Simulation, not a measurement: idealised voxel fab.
Process module, titled voxel transistor to metal
The cross-section on display is named cut; it measures 205 nm wide, and its cells are 5 nm squares.
Square cells in a grid make up a cross-section in this document, and the grid is given as bands, listed from the top down, each one or more rows of cells.
Within each band entry, the heights of the top and of the bottom of the band appear first, in that order and in nm; the materials of the band then follow from left to right, each with its corresponding width in nm. The designation "edge to edge" on a single material indicates that it fills the band from edge to edge; the designation "air" indicates empty space.
Heights are expressed relative to 0, this being the level below which the as-received wafer comprises one material exclusively. The lowest band is unbounded in the downward direction and is denoted as in "0 nm and below".
Think of "30..40" as a width that walks from the first number to the second as you go down the band, top row to bottom row, taking equal-sized steps from row to row.
Any step labelled "nothing got changed" changed none of the cells in the cross-section.
Closed empty spaces (no open way to the top) of 8 cells or more are what "Closed cavities" lists, each as width x height at distance from the left edge, nm for all three.
Text after the settings on a step's line: the simulator's own remark on that step.
Each step line may optionally specify "overlay nm", which for a step with a mask gives the rightward distance between the mask's planned place and where it lay, a negative value indicating the leftward direction.

### Process steps foreseen in the plan
1: op RECEIVE | material Si
2: op CONFORMAL_DEP | material SiO2 | thk nm 5
3: op CONFORMAL_DEP | material SiN | thk nm 15
4: op DIRECTIONAL_DEP | material aC | thk nm 10
5: op PATTERN | tone cover | mask id ACTIVE | material resist | width nm 120 | thk nm 30 | overlay nm 0
6: op DIRECTIONAL_ETCH | etch materials aC | depth nm 10
7: op STRIP | etch materials resist
8: op DIRECTIONAL_ETCH | etch materials SiN | depth nm 15
9: op DIRECTIONAL_ETCH | etch materials SiO2 | depth nm 5
10: op DIRECTIONAL_ETCH | etch materials Si | depth nm 30
11: op STRIP | etch materials aC
12: op FILL_DEP | material SiO2 | thk nm 5
13: op CMP | height nm 20
14: op SELECTIVE_ETCH | etch materials SiO2 | depth nm 15
15: op STRIP | etch materials SiN
16: op SELECTIVE_ETCH | etch materials SiO2 | depth nm 5
17: op OXIDIZE | depth nm 5
18: op DIRECTIONAL_DEP | material polySi | thk nm 30
19: op DIRECTIONAL_DEP | material SiCN | thk nm 15
20: op DIRECTIONAL_DEP | material aC | thk nm 10
21: op PATTERN | tone cover | mask id GATE | material resist | width nm 20 | thk nm 30 | overlay nm 0
22: op DIRECTIONAL_ETCH | etch materials aC | depth nm 10
23: op STRIP | etch materials resist
24: op DIRECTIONAL_ETCH | etch materials SiCN | depth nm 25
25: op DIRECTIONAL_ETCH | etch materials polySi | depth nm 40
26: op STRIP | etch materials aC
27: op CONFORMAL_DEP | material SiN | thk nm 10
28: op DIRECTIONAL_ETCH | etch materials SiN | depth nm 10
29: op DIRECTIONAL_ETCH | etch materials SiO2 | depth nm 5
30: op EPI | material nSi | thk nm 5
31: op FILL_DEP | material SiO2 | thk nm 5
32: op CMP | height nm 45
33: op DIRECTIONAL_DEP | material SiO2 | thk nm 15
34: op PATTERN | tone open | mask id CONTACT | material resist | width nm 20 | pitch nm 80 | thk nm 15 | overlay nm 0
35: op DIRECTIONAL_ETCH | etch materials SiO2 | depth nm 60
36: op STRIP | etch materials resist
37: op CONFORMAL_DEP | material TiN | thk nm 5
38: op FILL_DEP | material W | thk nm 5
39: op CMP | height nm 60
40: op DIRECTIONAL_DEP | material TiN | thk nm 5
41: op DIRECTIONAL_DEP | material Ru | thk nm 15
42: op MASKED_ETCH | tone cover | mask id METAL_1 | width nm 20 | pitch nm 80 | etch materials Ru | depth nm 15 | overlay nm 0
43: op MASKED_ETCH | tone cover | mask id METAL_1 | width nm 20 | pitch nm 80 | etch materials TiN | depth nm 5 | overlay nm 0
44: op FILL_DEP | material SiO2 | thk nm 5
45: op CMP | height nm 80
46: op CONFORMAL_DEP | material SiCN | thk nm 5
47: op DIRECTIONAL_DEP | material lowk | thk nm 25
48: op PATTERN | tone open | mask id METAL_2_HOLES | material resist | width nm 15 | pitch nm 80 | thk nm 20 | overlay nm 0
49: op DIRECTIONAL_ETCH | etch materials lowk | depth nm 25
50: op STRIP | etch materials resist
51: op MASKED_ETCH | tone open | mask id METAL_2 | width nm 20 | pitch nm 80 | etch materials lowk | depth nm 15 | overlay nm 0
52: op MASKED_ETCH | tone open | mask id METAL_2 | width nm 20 | pitch nm 80 | etch materials SiCN | depth nm 5 | overlay nm 0
53: op CONFORMAL_DEP | material TiN | thk nm 5
54: op FILL_DEP | material Cu | thk nm 10
55: op CMP | height nm 110
56: op CONFORMAL_DEP | material SiN | thk nm 5

### As-received wafer cross-section (after step 1)
> 0 nm and below = Si edge to edge
> Closed cavities: none

### Here's the wafer cut in cross-section after the module, started and planned just like above, except one thing was done wrong in the run
> 115 nm to 110 nm = SiN edge to edge
> 110 nm to 100 nm = lowk 50, then TiN 5, then Cu 10, then TiN 5, then lowk 60, then TiN 5, then Cu 10, then TiN 5, then lowk 55
> 100 nm to 95 nm = lowk 50, then TiN 5, then Cu 5, then TiN 10, then lowk 60, then TiN 5, then Cu 5, then TiN 10, then lowk 55
> 95 nm to 85 nm = lowk 50, then TiN 5, then Cu 5, then TiN 5, then lowk 65, then TiN 5, then Cu 5, then TiN 5, then lowk 60
> 85 nm to 80 nm = SiCN 50, then TiN 15, then SiCN 65, then TiN 15, then SiCN 60
> 80 nm to 65 nm = SiO2 55, then Ru 15, then SiO2 65, then Ru 15, then SiO2 55
> 65 nm to 60 nm = SiO2 50, then TiN 20, then SiO2 60, then TiN 20, then SiO2 55
> 60 nm to 45 nm = SiO2 50, then TiN 5, then W 10, then TiN 5, then SiO2 60, then TiN 5, then W 10, then TiN 5, then SiO2 55
> 45 nm to 30 nm = SiO2 50, then TiN 5, then W 10, then TiN 5, then SiO2 10, then SiN 10, then SiCN 20, then SiN 10, then SiO2 10, then TiN 5, then W 10, then TiN 5, then SiO2 55
> 30 nm to 5 nm = SiO2 50, then TiN 5, then W 10, then TiN 5, then SiO2 10, then SiN 10, then polySi 20, then SiN 10, then SiO2 10, then TiN 5, then W 10, then TiN 5, then SiO2 55
> 5 nm to 0 nm = SiO2 50, then TiN 20, then SiO2 10, then SiN 10, then polySi 20, then SiN 10, then SiO2 10, then TiN 20, then SiO2 55
> 0 nm to -5 nm = SiO2 35, then nSi 45, then SiO2 40, then nSi 45, then SiO2 40
> -5 nm to -30 nm = SiO2 40, then Si 120, then SiO2 45
> -30 nm and below = Si edge to edge
> Closed cavities: none
Processing error: step 42 off recipe, ran as op MASKED_ETCH | tone cover | mask id METAL_1 | width nm 15 | pitch nm 80 | etch materials Ru | depth nm 15 | overlay nm 0
